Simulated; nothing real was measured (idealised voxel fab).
A process module follows: voxel double patterning.
We display cut, a cross-section 235 nm in width whose square cells are each 5 nm.
A cross-section is written here as square cells arranged in a grid, and it is given in bands from the top down, each band taking up one or more rows of cells. Top, bottom (nm), then materials left to right with widths (nm); lone material tagged "everywhere" fills the whole band edge to edge; "empty" = empty space. Height is counted from the level 0, under which the received wafer is composed throughout of one material. The lowest of the bands is not closed at the bottom but continues downward, in the notation "0 -> down". Note: "30->40" means the width goes from the first number (top row of the band) to the second number (bottom row) in equal steps per row of cells. What does "same as before" mean for a step? It means no cell of the cross-section changed in that step. If an empty space has no open way to the top and is at least 8 cells in size, "Enclosed internal voids" lists it, written width x height at distance, where distance is measured from the left edge and every value is in nm. That trailing text on a step's line, after the settings, is the simulator's own remark on the step. overlay nm: for a step with a mask, the amount by which the mask lay right of where it was planned; a negative amount means left of it.

This section lists the process steps that were planned
1) RECEIVE (material Si)
2) CONFORMAL_DEP (material SiN; thk nm 10)
3) DIRECTIONAL_DEP (material SiO2; thk nm 20)
4) DIRECTIONAL_DEP (material SiCN; thk nm 5)
5) MASKED_ETCH (tone open; mask id FIRST; width nm 15; pitch nm 50; etch materials SiCN; depth nm 5; overlay nm 0)
6) DIRECTIONAL_DEP (material aC; thk nm 15)
7) PATTERN (tone open; mask id SECOND; material resist; width nm 15; pitch nm 50; thk nm 35; overlay nm -15)
8) DIRECTIONAL_ETCH (etch materials aC; depth nm 15)
9) STRIP (etch materials resist)
10) DIRECTIONAL_ETCH (etch materials SiCN; depth nm 5)
11) STRIP (etch materials aC)
12) DIRECTIONAL_ETCH (etch materials SiO2; depth nm 20)
13) STRIP (etch materials SiCN)
Where the wafers of this document differ is in the overlay nm of step 7; they start out the same, and the plan states the value that applied to the first wafer.

The first of several wafers, as received after step 1, seen in section
> 0 -> down | Si everywhere
> Enclosed internal voids: none

Once step 13, the last step, is complete, the module is at its end; this is the cross-section of the first of several wafers
> 30 -> 10 | SiO2 60; empty 25; SiO2 25; empty 25; SiO2 25; empty 15; SiO2 60
> 10 -> 0 | SiN everywhere
> 0 -> down | Si everywhere
> Enclosed internal voids: none

End of module, last wafer sectioned
> 30 -> 10 | SiO2 60; empty 15; SiO2 25; empty 25; SiO2 25; empty 25; SiO2 60
> 10 -> 0 | SiN everywhere
> 0 -> down | Si everywhere
> Enclosed internal voids: none

Each wafer at the end: cells of each material gained (+) or lost (-) since it was received, then its closed voids
overlay nm -15 | +94 SiN | +136 SiO2 | Enclosed internal voids: none
overlay nm -10 | +94 SiN | +128 SiO2 | Enclosed internal voids: none
overlay nm -5 | +94 SiN | +128 SiO2 | Enclosed internal voids: none
overlay nm 0 | +94 SiN | +128 SiO2 | Enclosed internal voids: none
overlay nm 5 | +94 SiN | +128 SiO2 | Enclosed internal voids: none
overlay nm 10 | +94 SiN | +128 SiO2 | Enclosed internal voids: none
overlay nm 15 | +94 SiN | +136 SiO2 | Enclosed internal voids: none
